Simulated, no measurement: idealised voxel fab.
The name of this process module is voxel ribs on slabs.
This is section cut - it's 300 nm across, gridded in 5 nm square cells.
In what follows, cross-sections appear as grids of square cells, described through bands that run from the top down, where every band is one or more rows of cells. Heads up on the band format: heights come first, top then bottom, in nm. After that it's the materials left to right, each with its width in nm. A single material flagged "all across" fills the whole band edge to edge, and "blank" means there's empty space there. Height reference: 0 = level under which incoming wafer is all one material. Lowest band: no bottom, runs on downward, e.g. "0..down". When a width is written as two numbers, as in "30 to 40", the first number is the width in the top row of cells of the band and the second is the width in its bottom row, and the width changes by the same amount from each row to the next. Take "all unchanged" at face value: in the step it is given for, the cross-section changed in none of its cells. Look at "Trapped void list" for the closed voids: empty spaces with no open path to the top, sized 8 cells or up. Each is width x height at distance, distance from the left edge, all nm. It should be noted that, on the line of a given step, the content following the step's settings is a remark produced by the simulator itself with respect to that step. overlay nm: where the mask lay relative to plan, measured to the right, on steps with a mask; negatives go left.

### Below is the list of planned process steps
1. RECEIVE | material Si
2. DIRECTIONAL_DEP | material SiO2 | thk nm 30
3. DIRECTIONAL_DEP | material polySi | thk nm 20
4. MASKED_ETCH | tone cover | mask id RIB | width nm 20 | etch materials polySi | depth nm 5 | overlay nm 0
5. DIRECTIONAL_DEP | material aC | thk nm 10
6. PATTERN | tone cover | mask id SLAB | material resist | width nm 50 | thk nm 30 | overlay nm 0
7. DIRECTIONAL_ETCH | etch materials aC | depth nm 10
8. STRIP | etch materials resist
9. DIRECTIONAL_ETCH | etch materials polySi | depth nm 15
10. STRIP | etch materials aC
11. FILL_DEP | material SiO2 | thk nm 25
12. CMP | height nm 70
13. DIRECTIONAL_DEP | material TiN | thk nm 10
14. PATTERN | tone cover | mask id HEATER | material resist | width nm 30 | thk nm 15 | overlay nm 0
15. DIRECTIONAL_ETCH | etch materials TiN | depth nm 10
16. STRIP | etch materials resist
17. CONFORMAL_DEP | material SiO2 | thk nm 5

### Cross-sectional view of the wafer in its as-received condition, corresponding to the state after step 1
0..down | Si all across
Trapped void list: none

### Run as planned - first of the two wafers cross-sectioned at the end of the module
85..80 | blank 130  SiO2 40  blank 130
80..75 | blank 130  SiO2 5  TiN 30  SiO2 5  blank 130
75..70 | SiO2 135  TiN 30  SiO2 135
70..50 | SiO2 all across
50..45 | SiO2 140  polySi 20  SiO2 140
45..30 | SiO2 125  polySi 50  SiO2 125
30..0 | SiO2 all across
0..down | Si all across
Trapped void list: none

### Same start, same plan as the first wafer - but one mistake in the run. Cross-section of the second of the two at the end of the module
85..80 | blank 130  SiO2 45  blank 125
80..75 | blank 130  SiO2 5  TiN 35  SiO2 5  blank 125
75..70 | SiO2 135  TiN 35  SiO2 130
70..50 | SiO2 all across
50..45 | SiO2 140  polySi 20  SiO2 140
45..30 | SiO2 125  polySi 50  SiO2 125
30..0 | SiO2 all across
0..down | Si all across
Trapped void list: none
Misprocessing identified: rather than as planned, step 14 actually ran as PATTERN | tone cover | mask id HEATER | material resist | width nm 35 | thk nm 15 | overlay nm 0
The final cell counts differ between the wafers, with the second having more or fewer of some materials than the first: TiN +2
